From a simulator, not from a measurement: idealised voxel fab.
This is a process module. Its name is voxel self aligned contacts.
The figure presents cross-section cut, which has a width of 170 nm and is divided into square cells with an edge length of 5 nm.
Format of a cross-section: grid, square cells. Given as bands. Order: top down. Band: one or more rows of cells.
Band: top height; bottom height; in nm. Then, left to right: material with width in nm, for each material. "throughout": a single material spanning edge to edge. "blank": empty space.
Heights are measured from 0, the level below which the as-received wafer is all one material; the lowest band has no bottom and continues downward, written as in "z 0 and below".
A width such as "30->40" changes by the same amount from each row of cells to the next, from the band's top row to its bottom row.
It should be understood that the words "no change", when stated for a given step, signify that the cross-section underwent no change in any of its cells during that step.
Closed-off voids of 8+ cells (no open route to the top) go in "Closed void list", written width x height at distance from the left edge, in nm.
Anything after a step's settings on that line? It's the simulator's own note about the step.
For masked steps, "overlay nm" on the step line gives how far right of plan the mask actually lay; a minus sign means it lay to the left.
List of planned process steps
step 1: RECEIVE with material Si
step 2: CONFORMAL_DEP with material SiO2, thk nm 5
step 3: DIRECTIONAL_DEP with material polySi, thk nm 30
step 4: DIRECTIONAL_DEP with material SiN, thk nm 20
step 5: MASKED_ETCH with tone cover, mask id GATE, width nm 35, pitch nm 70, etch materials SiN, depth nm 20, overlay nm 0
step 6: MASKED_ETCH with tone cover, mask id GATE, width nm 35, pitch nm 70, etch materials polySi, depth nm 30, overlay nm 0
step 7: CONFORMAL_DEP with material SiN, thk nm 5
step 8: DIRECTIONAL_ETCH with etch materials SiN, depth nm 5
step 9: FILL_DEP with material SiO2, thk nm 20
step 10: CMP with height nm 65
step 11: MASKED_ETCH with tone open, mask id CONTACT, width nm 45, etch materials SiO2, depth nm 65, overlay nm 0
step 12: CONFORMAL_DEP with material TiN, thk nm 5
step 13: FILL_DEP with material Ru, thk nm 10
step 14: CMP with height nm 65
step 15: CONFORMAL_DEP with material SiCN, thk nm 5
First of two wafers, processed according to plan
Cross-sectional view of the wafer in its as-received condition, corresponding to the state after step 1
> z 0 and below = Si throughout
> Closed void list: none
Cross-section through the wafer, step 2 finished
> z 5 to 0 = SiO2 throughout
> Everything below 0 is unchanged.
Cross-section through the wafer, step 3 finished
> z 35 to 5 = polySi throughout
> Everything below 5 is unchanged.
Cross-section through the wafer, step 4 finished
> z 55 to 35 = SiN throughout
> Everything below 35 is unchanged.
Cross-section through the wafer, step 5 finished
> z 55 to 35 = 30 nm blank  35 nm SiN  35 nm blank  35 nm SiN  35 nm blank
> Everything below 35 is unchanged.
Cross-section through the wafer, step 6 finished
> z 55 to 35 = 30 nm blank  35 nm SiN  35 nm blank  35 nm SiN  35 nm blank
> z 35 to 5 = 30 nm blank  35 nm polySi  35 nm blank  35 nm polySi  35 nm blank
> Everything below 5 is unchanged.
Cross-section through the wafer, step 7 finished
> z 60 to 35 = 25 nm blank  45 nm SiN  25 nm blank  45 nm SiN  30 nm blank
> z 35 to 10 = 25 nm blank  5 nm SiN  35 nm polySi  5 nm SiN  25 nm blank  5 nm SiN  35 nm polySi  5 nm SiN  30 nm blank
> z 10 to 5 = 30 nm SiN  35 nm polySi  35 nm SiN  35 nm polySi  35 nm SiN
> Everything below 5 is unchanged.
Cross-section through the wafer, step 8 finished
> z 55 to 35 = 25 nm blank  45 nm SiN  25 nm blank  45 nm SiN  30 nm blank
> z 35 to 5 = 25 nm blank  5 nm SiN  35 nm polySi  5 nm SiN  25 nm blank  5 nm SiN  35 nm polySi  5 nm SiN  30 nm blank
> Everything below 5 is unchanged.
Cross-section through the wafer, step 9 finished
> z 75 to 55 = SiO2 throughout
> z 55 to 35 = 25 nm SiO2  45 nm SiN  25 nm SiO2  45 nm SiN  30 nm SiO2
> z 35 to 5 = 25 nm SiO2  5 nm SiN  35 nm polySi  5 nm SiN  25 nm SiO2  5 nm SiN  35 nm polySi  5 nm SiN  30 nm SiO2
> Everything below 5 is unchanged.
Cross-section through the wafer, step 10 finished
> z 65 to 55 = SiO2 throughout
> Everything below 55 is unchanged.
Cross-section through the wafer, step 11 finished
> z 65 to 55 = 60 nm SiO2  45 nm blank  65 nm SiO2
> z 55 to 35 = 25 nm SiO2  45 nm SiN  25 nm blank  45 nm SiN  30 nm SiO2
> z 35 to 5 = 25 nm SiO2  5 nm SiN  35 nm polySi  5 nm SiN  25 nm blank  5 nm SiN  35 nm polySi  5 nm SiN  30 nm SiO2
> z 5 to 0 = 70 nm SiO2  25 nm blank  75 nm SiO2
> Everything below 0 is unchanged.
Cross-section through the wafer, step 12 finished
> z 70 to 65 = 65 nm TiN  35 nm blank  70 nm TiN
> z 65 to 55 = 60 nm SiO2  5->15 nm TiN  35->15 nm blank  5->15 nm TiN  65 nm SiO2
> z 55 to 35 = 25 nm SiO2  45 nm SiN  5 nm TiN  15 nm blank  5 nm TiN  45 nm SiN  30 nm SiO2
> z 35 to 5 = 25 nm SiO2  5 nm SiN  35 nm polySi  5 nm SiN  5 nm TiN  15 nm blank  5 nm TiN  5 nm SiN  35 nm polySi  5 nm SiN  30 nm SiO2
> z 5 to 0 = 70 nm SiO2  25 nm TiN  75 nm SiO2
> Everything below 0 is unchanged.
Cross-section through the wafer, step 13 finished
> z 80 to 70 = Ru throughout
> z 70 to 65 = 65 nm TiN  35 nm Ru  70 nm TiN
> z 65 to 55 = 60 nm SiO2  5->15 nm TiN  35->15 nm Ru  5->15 nm TiN  65 nm SiO2
> z 55 to 35 = 25 nm SiO2  45 nm SiN  5 nm TiN  15 nm Ru  5 nm TiN  45 nm SiN  30 nm SiO2
> z 35 to 5 = 25 nm SiO2  5 nm SiN  35 nm polySi  5 nm SiN  5 nm TiN  15 nm Ru  5 nm TiN  5 nm SiN  35 nm polySi  5 nm SiN  30 nm SiO2
> Everything below 5 is unchanged.
Cross-section through the wafer, step 14 finished
> z 65 to 55 = 60 nm SiO2  5->15 nm TiN  35->15 nm Ru  5->15 nm TiN  65 nm SiO2
> Everything below 55 is unchanged.
Cross-section through the wafer, step 15 finished
> z 70 to 65 = SiCN throughout
> Everything below 65 is unchanged.
What follows concerns the second wafer, which started out like the first and was meant to follow the very same plan; one mistake crept in when it was run, but everything up to and including step 3 is the same as for the first wafer
Cross-sectional view of the second wafer at the intended end time of process step 4
> z 55 to 5 = polySi throughout
> Everything below 5 is unchanged.
Cross-sectional view of the second wafer at the intended end time of process step 5: no change
Cross-sectional view of the second wafer at the intended end time of process step 6
> z 55 to 25 = 30 nm blank  35 nm polySi  35 nm blank  35 nm polySi  35 nm blank
> Everything below 25 is unchanged.
Cross-sectional view of the second wafer at the intended end time of process step 7
> z 60 to 55 = 25 nm blank  45 nm SiN  25 nm blank  45 nm SiN  30 nm blank
> z 55 to 30 = 25 nm blank  5 nm SiN  35 nm polySi  5 nm SiN  25 nm blank  5 nm SiN  35 nm polySi  5 nm SiN  30 nm blank
> z 30 to 25 = 30 nm SiN  35 nm polySi  35 nm SiN  35 nm polySi  35 nm SiN
> Everything below 25 is unchanged.
Cross-sectional view of the second wafer at the intended end time of process step 8
> z 55 to 25 = 25 nm blank  5 nm SiN  35 nm polySi  5 nm SiN  25 nm blank  5 nm SiN  35 nm polySi  5 nm SiN  30 nm blank
> Everything below 25 is unchanged.
Cross-sectional view of the second wafer at the intended end time of process step 9
> z 75 to 55 = SiO2 throughout
> z 55 to 25 = 25 nm SiO2  5 nm SiN  35 nm polySi  5 nm SiN  25 nm SiO2  5 nm SiN  35 nm polySi  5 nm SiN  30 nm SiO2
> Everything below 25 is unchanged.
Cross-sectional view of the second wafer at the intended end time of process step 10
> z 65 to 55 = SiO2 throughout
> Everything below 55 is unchanged.
Cross-sectional view of the second wafer at the intended end time of process step 11
> z 65 to 55 = 60 nm SiO2  45 nm blank  65 nm SiO2
> z 55 to 25 = 25 nm SiO2  5 nm SiN  35 nm polySi  5 nm SiN  25 nm blank  5 nm SiN  35 nm polySi  5 nm SiN  30 nm SiO2
> Everything below 25 is unchanged.
Cross-sectional view of the second wafer at the intended end time of process step 12
> z 70 to 65 = 65 nm TiN  35 nm blank  70 nm TiN
> z 65 to 55 = 60 nm SiO2  5->15 nm TiN  35->15 nm blank  5->15 nm TiN  65 nm SiO2
> z 55 to 30 = 25 nm SiO2  5 nm SiN  35 nm polySi  5 nm SiN  5 nm TiN  15 nm blank  5 nm TiN  5 nm SiN  35 nm polySi  5 nm SiN  30 nm SiO2
> z 30 to 25 = 25 nm SiO2  5 nm SiN  35 nm polySi  5 nm SiN  25 nm TiN  5 nm SiN  35 nm polySi  5 nm SiN  30 nm SiO2
> Everything below 25 is unchanged.
Cross-sectional view of the second wafer at the intended end time of process step 13
> z 80 to 70 = Ru throughout
> z 70 to 65 = 65 nm TiN  35 nm Ru  70 nm TiN
> z 65 to 55 = 60 nm SiO2  5->15 nm TiN  35->15 nm Ru  5->15 nm TiN  65 nm SiO2
> z 55 to 30 = 25 nm SiO2  5 nm SiN  35 nm polySi  5 nm SiN  5 nm TiN  15 nm Ru  5 nm TiN  5 nm SiN  35 nm polySi  5 nm SiN  30 nm SiO2
> Everything below 30 is unchanged.
Cross-sectional view of the second wafer at the intended end time of process step 14
> z 65 to 55 = 60 nm SiO2  5->15 nm TiN  35->15 nm Ru  5->15 nm TiN  65 nm SiO2
> Everything below 55 is unchanged.
Cross-sectional view of the second wafer at the intended end time of process step 15
> z 70 to 65 = SiCN throughout
> Everything below 65 is unchanged.
Short version of what went wrong: step 4: run off-plan, actual operation and settings DIRECTIONAL_DEP with material polySi, thk nm 20
Cell-count delta at end, second wafer over first, by material: 15 fewer of Ru; 72 fewer of SiN; 39 fewer of SiO2; 10 fewer of TiN; 136 more of polySi
